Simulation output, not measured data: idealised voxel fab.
A process module follows: voxel quadruple lines.
The width of the displayed cross-section, cut, is 290 nm; its cells are square, with a size of 5 nm.
The cross-sections in this document take the form of a grid made of square cells. They are written out as bands, in order from top to bottom. Each band consists of one or more rows of cells. Top, bottom (nm), then materials left to right with widths (nm); lone material tagged "all across" fills the whole band edge to edge; "air" = empty space. Height 0 is the level under which the wafer as received is all one material. The lowest band goes on downwards, as in "0 -> down". Per-row width for "30..40": begins at first number (top row of band), ends at second number (bottom row), increment between rows held constant. Where a step carries "no modification", the cross-section came out of it unchanged, cell for cell. If an empty space has no open way to the top and is at least 8 cells in size, "Enclosed internal cavities" lists it, written width x height at distance, where distance is measured from the left edge and every value is in nm. Text after the settings on a step's line: the simulator's own remark on that step. Steps that use a mask can have "overlay nm" on their line. It says how far the mask sat to the right of where it was meant to be. Negative means to the left.
plan
| 1 | RECEIVE with material Si |
| 2 | CONFORMAL_DEP with material SiO2, thk nm 10 |
| 3 | DIRECTIONAL_DEP with material TiN, thk nm 15 |
| 4 | DIRECTIONAL_DEP with material polySi, thk nm 20 |
| 5 | DIRECTIONAL_DEP with material aC, thk nm 20 |
| 6 | PATTERN with tone cover, mask id MANDREL, material resist, width nm 35, thk nm 25, overlay nm 0 |
| 7 | DIRECTIONAL_ETCH with etch materials aC, depth nm 20 |
| 8 | STRIP with etch materials resist |
| 9 | CONFORMAL_DEP with material SiO2, thk nm 15 |
| 10 | DIRECTIONAL_ETCH with etch materials SiO2, depth nm 15 |
| 11 | STRIP with etch materials aC |
| 12 | DIRECTIONAL_ETCH with etch materials polySi, depth nm 20 |
| 13 | STRIP with etch materials SiO2 |
| 14 | CONFORMAL_DEP with material SiN, thk nm 10 |
| 15 | DIRECTIONAL_ETCH with etch materials SiN, depth nm 10 |
| 16 | STRIP with etch materials polySi |
| 17 | DIRECTIONAL_ETCH with etch materials TiN, depth nm 15 |
| 18 | STRIP with etch materials SiN |
| 19 | FILL_DEP with material lowk, thk nm 10 |
| 20 | CMP with height nm 25 |
Cross-section of the wafer upon arrival, representing the state reached after step 1
> 0 -> down | Si all across
> Enclosed internal cavities: none
The following cross-section depicts the wafer upon conclusion of the module. Processing commenced from the starting condition illustrated above and adhered to the plan illustrated above, save for one mistake in execution
> 25 -> 10 | 90 nm lowk, 10 nm TiN, 15 nm lowk, 10 nm TiN, 15 nm lowk, 10 nm TiN, 15 nm lowk, 10 nm TiN, 115 nm lowk
> 10 -> 0 | SiO2 all across
> 0 -> down | Si all across
> Enclosed internal cavities: none
Want to know what went wrong? step 6 deviated from plan and actually ran as PATTERN with tone cover, mask id MANDREL, material resist, width nm 35, thk nm 25, overlay nm -10
